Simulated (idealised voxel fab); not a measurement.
The process module that follows is named voxel capacitor over wiring.
In the cross-section labelled cut, the width is 225 nm and each square cell is 5 nm.
How to read a cross-section here: the picture is a grid of square cells, written as bands going from the top down, and any band can span one or more rows of cells.
Each band's line starts with the height of the band's top and of its bottom, in nm. Then come its materials from left to right, each with its width in nm. One material with "full width" fills the band from edge to edge. "empty" is empty space.
Height reference: 0 = level under which incoming wafer is all one material. Lowest band: no bottom, runs on downward, e.g. "0 -> down".
Per-row width for "30->40": begins at first number (top row of band), ends at second number (bottom row), increment between rows held constant.
It should be understood that the words "nothing got changed", when stated for a given step, signify that the cross-section underwent no change in any of its cells during that step.
Look at "Fully sealed voids" for the closed voids: empty spaces with no open path to the top, sized 8 cells or up. Each is width x height at distance, distance from the left edge, all nm.
Whatever follows a step's settings on its line is a remark the simulator itself makes about that step.
overlay nm: mask right of planned place by this much (step with mask). Neg. = left.
[Listed below are the process steps as planned]
step 1: RECEIVE with material Si
step 2: CONFORMAL_DEP with material SiO2, thk nm 5
step 3: CONFORMAL_DEP with material SiN, thk nm 5
step 4: DIRECTIONAL_DEP with material lowk, thk nm 25
step 5: DIRECTIONAL_DEP with material aC, thk nm 15
step 6: PATTERN with tone open, mask id METAL_1, material resist, width nm 25, pitch nm 80, thk nm 30, overlay nm 0
step 7: DIRECTIONAL_ETCH with etch materials aC, depth nm 15
step 8: STRIP with etch materials resist
step 9: DIRECTIONAL_ETCH with etch materials lowk, depth nm 25
step 10: DIRECTIONAL_ETCH with etch materials SiN, depth nm 5
step 11: STRIP with etch materials aC
step 12: CONFORMAL_DEP with material TiN, thk nm 5
step 13: FILL_DEP with material Ru, thk nm 5
step 14: CMP with height nm 40
step 15: EPI with material Ru, thk nm 5
step 16: FILL_DEP with material SiCN, thk nm 5
step 17: DIRECTIONAL_DEP with material lowk, thk nm 20
step 18: DIRECTIONAL_DEP with material aC, thk nm 10
step 19: PATTERN with tone open, mask id PLUG_1, material resist, width nm 15, thk nm 25, overlay nm 0
step 20: DIRECTIONAL_ETCH with etch materials aC, depth nm 10
step 21: STRIP with etch materials resist
step 22: DIRECTIONAL_ETCH with etch materials lowk, depth nm 20
step 23: DIRECTIONAL_ETCH with etch materials SiCN, depth nm 5
step 24: STRIP with etch materials aC
step 25: EPI with material Ru, thk nm 10
step 26: EPI with material Ru, thk nm 10
step 27: EPI with material Ru, thk nm 5
step 28: DIRECTIONAL_DEP with material TiN, thk nm 10
step 29: DIRECTIONAL_DEP with material HfO2, thk nm 5
step 30: DIRECTIONAL_DEP with material TiN, thk nm 10
step 31: MASKED_ETCH with tone cover, mask id UPPER_PLATE, width nm 60, etch materials TiN, depth nm 10, overlay nm 0
step 32: MASKED_ETCH with tone cover, mask id UPPER_PLATE, width nm 60, etch materials HfO2, depth nm 5, overlay nm 0
step 33: MASKED_ETCH with tone cover, mask id LOWER_PLATE, width nm 70, etch materials TiN, depth nm 10, overlay nm 0
step 34: FILL_DEP with material SiO2, thk nm 15
step 35: CMP with height nm 105
step 36: MASKED_ETCH with tone open, mask id PLUG_2, width nm 15, etch materials SiO2, depth nm 10, overlay nm 0
step 37: CONFORMAL_DEP with material TiN, thk nm 5
step 38: FILL_DEP with material W, thk nm 10
step 39: CMP with height nm 105
step 40: CONFORMAL_DEP with material SiCN, thk nm 5
Be aware that, although all wafers share a common starting state, the thk nm at step 2 differs among them, and the plan displays the first wafer's value.
[After step 1, as received: first of several wafers, cross-section]
    0 -> down | Si full width
    Fully sealed voids: none
[End-of-module cross-section, first of several wafers, after last step 40]
    110 -> 105 | SiCN full width
    105 -> 100 | SiO2: 80, TiN: 5, W: 5, TiN: 5, SiO2: 130
    100 -> 95 | SiO2: 80, TiN: 15, SiO2: 130
    95 -> 85 | SiO2: 70, TiN: 60, SiO2: 95
    85 -> 80 | SiO2: 70, HfO2: 60, SiO2: 95
    80 -> 70 | SiO2: 65, TiN: 70, SiO2: 90
    70 -> 50 | lowk: 70, Ru: 15, lowk: 140
    50 -> 45 | SiCN: 70, Ru: 15, SiCN: 140
    45 -> 40 | Ru full width
    40 -> 35 | TiN: 65, Ru: 15, TiN: 65, Ru: 15, TiN: 65
    35 -> 10 | lowk: 60, TiN: 5, Ru: 15, TiN: 5, lowk: 55, TiN: 5, Ru: 15, TiN: 5, lowk: 60
    10 -> 5 | SiN: 60, TiN: 25, SiN: 55, TiN: 25, SiN: 60
    5 -> 0 | SiO2 full width
    0 -> down | Si full width
    Fully sealed voids: none
[Cross-sectional view, end of module, last wafer of several]
    110 -> 105 | SiCN full width
    105 -> 100 | SiO2: 80, TiN: 5, W: 5, TiN: 5, SiO2: 130
    100 -> 95 | SiO2: 80, TiN: 15, SiO2: 130
    95 -> 85 | SiO2: 70, TiN: 60, SiO2: 95
    85 -> 80 | SiO2: 70, HfO2: 60, SiO2: 95
    80 -> 70 | SiO2: 65, TiN: 70, SiO2: 90
    70 -> 50 | lowk: 70, Ru: 15, lowk: 140
    50 -> 45 | SiCN: 70, Ru: 15, SiCN: 140
    45 -> 40 | SiCN: 55, Ru: 35, SiCN: 45, Ru: 35, SiCN: 55
    40 -> 30 | lowk: 60, TiN: 5, Ru: 15, TiN: 5, lowk: 55, TiN: 5, Ru: 15, TiN: 5, lowk: 60
    30 -> 25 | SiN: 60, TiN: 25, SiN: 55, TiN: 25, SiN: 60
    25 -> 0 | SiO2 full width
    0 -> down | Si full width
    Fully sealed voids: none
[What follows is a table in which each wafer occupies a row; for the wafer as it stands at the close of the module, the row states, material by material, how many cells have been gained (+) or lost (-) since receipt, and then gives its closed voids]
thk nm 5, +12 HfO2, +96 Ru, +87 SiCN, +35 SiN, +290 SiO2, +126 TiN, +1 W, +343 lowk, Fully sealed voids: none
thk nm 10, +12 HfO2, +59 Ru, +118 SiCN, +35 SiN, +335 SiO2, +87 TiN, +1 W, +343 lowk, Fully sealed voids: none
thk nm 15, +12 HfO2, +53 Ru, +118 SiCN, +35 SiN, +380 SiO2, +83 TiN, +1 W, +308 lowk, Fully sealed voids: none
thk nm 20, +12 HfO2, +47 Ru, +118 SiCN, +35 SiN, +425 SiO2, +79 TiN, +1 W, +273 lowk, Fully sealed voids: none
thk nm 25, +12 HfO2, +41 Ru, +118 SiCN, +35 SiN, +470 SiO2, +75 TiN, +1 W, +238 lowk, Fully sealed voids: none
